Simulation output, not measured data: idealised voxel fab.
Name of the process module below: voxel gate over fins
Each square cell in cross-section cut measures 5 nm, and the section as a whole is 240 nm wide.
Format of a cross-section: grid, square cells. Given as bands. Order: top down. Band: one or more rows of cells. Top, bottom (nm), then materials left to right with widths (nm); lone material tagged "edge to edge" fills the whole band edge to edge; "empty" = empty space. We count height from 0. Below that, the starting wafer is all one material. The lowest band never ends at the bottom but goes on down; see "z 0 and below" for how that is written. You'd read "30..40" like this: the band's top row of cells is as wide as the first number, its bottom row is as wide as the second, and going down, every row changes width by the same amount as the row before did. "no modification" (step): cross-section cells unchanged, all of them. Look at "closed voids" for the closed voids: empty spaces with no open path to the top, sized 8 cells or up. Each is width x height at distance, distance from the left edge, all nm. Note: text after step settings on the step line = simulator remark on that step. overlay nm: mask offset rightward from planned place, masked step; negative means leftward offset.
THE FOLLOWING LIST GIVES THE PLANNED PROCESS STEPS
1,RECEIVE (material Si)
2,CONFORMAL_DEP (material SiN; thk nm 5)
3,DIRECTIONAL_DEP (material aC; thk nm 15)
4,PATTERN (tone cover; mask id FINS; material resist; width nm 15; pitch nm 50; thk nm 35; overlay nm 0)
5,DIRECTIONAL_ETCH (etch materials aC; depth nm 15)
6,STRIP (etch materials resist)
7,DIRECTIONAL_ETCH (etch materials SiN; depth nm 5)
8,DIRECTIONAL_ETCH (etch materials Si; depth nm 35)
9,STRIP (etch materials aC)
10,OXIDIZE (depth nm 5)
11,FILL_DEP (material SiO2; thk nm 15)
12,CMP (height nm 5)
13,MASKED_ETCH (tone open; mask id RAIL; width nm 15; etch materials SiO2; depth nm 35; overlay nm 0)
14,CONFORMAL_DEP (material TiN; thk nm 5)
15,FILL_DEP (material W; thk nm 5)
16,CMP (height nm 5)
17,SELECTIVE_ETCH (etch materials W Ru TiN; depth nm 20)
18,FILL_DEP (material SiO2; thk nm 5)
19,CMP (height nm 5)
20,SELECTIVE_ETCH (etch materials SiO2; depth nm 15)
21,STRIP (etch materials SiN)
22,CONFORMAL_DEP (material HfO2; thk nm 5)
23,CONFORMAL_DEP (material TiN; thk nm 5)
24,CONFORMAL_DEP (material TiAl; thk nm 5)
25,CONFORMAL_DEP (material TiN; thk nm 5)
26,FILL_DEP (material W; thk nm 15)
27,CMP (height nm 30)
28,CONFORMAL_DEP (material SiCN; thk nm 5)
CROSS-SECTION, INCOMING MATERIAL, AFTER STEP 1
    z 0 and below: Si edge to edge
    closed voids: none
WAFER AT MODULE END, IN SECTION. BEGAN AS ABOVE, PLANNED AS ABOVE, RUN WITH ONE MISTAKE
    z 35 to 30: SiCN edge to edge
    z 30 to 20: W edge to edge
    z 20 to 15: 70 W; 45 TiN; 5 W; 45 TiN; 75 W
    z 15 to 10: 70 W; 5 TiN; 35 TiAl; 5 TiN; 5 W; 5 TiN; 35 TiAl; 5 TiN; 75 W
    z 10 to 5: 70 W; 5 TiN; 5 TiAl; 25 TiN; 5 TiAl; 5 TiN; 5 W; 5 TiN; 5 TiAl; 25 TiN; 5 TiAl; 5 TiN; 75 W
    z 5 to 0: 70 W; 5 TiN; 5 TiAl; 5 TiN; 15 HfO2; 5 TiN; 5 TiAl; 15 TiN; 5 TiAl; 5 TiN; 15 HfO2; 5 TiN; 5 TiAl; 5 TiN; 75 W
    z 0 to -5: 70 W; 5 TiN; 5 TiAl; 5 TiN; 5 HfO2; 5 Si; 5 HfO2; 5 TiN; 25 TiAl; 5 TiN; 5 HfO2; 5 Si; 5 HfO2; 5 TiN; 5 TiAl; 5 TiN; 75 W
    z -5 to -10: 75 TiN; 5 TiAl; 5 TiN; 5 HfO2; 5 Si; 5 HfO2; 35 TiN; 5 HfO2; 5 Si; 5 HfO2; 5 TiN; 5 TiAl; 80 TiN
    z -10 to -15: 80 TiAl; 5 TiN; 5 HfO2; 5 Si; 5 HfO2; 5 TiN; 25 HfO2; 5 TiN; 5 HfO2; 5 Si; 5 HfO2; 5 TiN; 85 TiAl
    z -15 to -20: 85 TiN; 5 HfO2; 5 Si; 5 HfO2; 5 TiN; 5 HfO2; 5 TiN; 5 W; 5 TiN; 5 HfO2; 5 TiN; 5 HfO2; 5 Si; 5 HfO2; 90 TiN
    z -20 to -25: 90 HfO2; 5 Si; 15 HfO2; 5 TiN; 5 W; 5 TiN; 15 HfO2; 5 Si; 95 HfO2
    z -25 to -30: 90 SiO2; 5 Si; 15 SiO2; 15 TiN; 15 SiO2; 5 Si; 95 SiO2
    z -30 to -40: 90 SiO2; 5 Si; 45 SiO2; 5 Si; 95 SiO2
    z -40 and below: Si edge to edge
    closed voids: none
Nonconformance to the process plan: step 20 of the plan was executed twice over
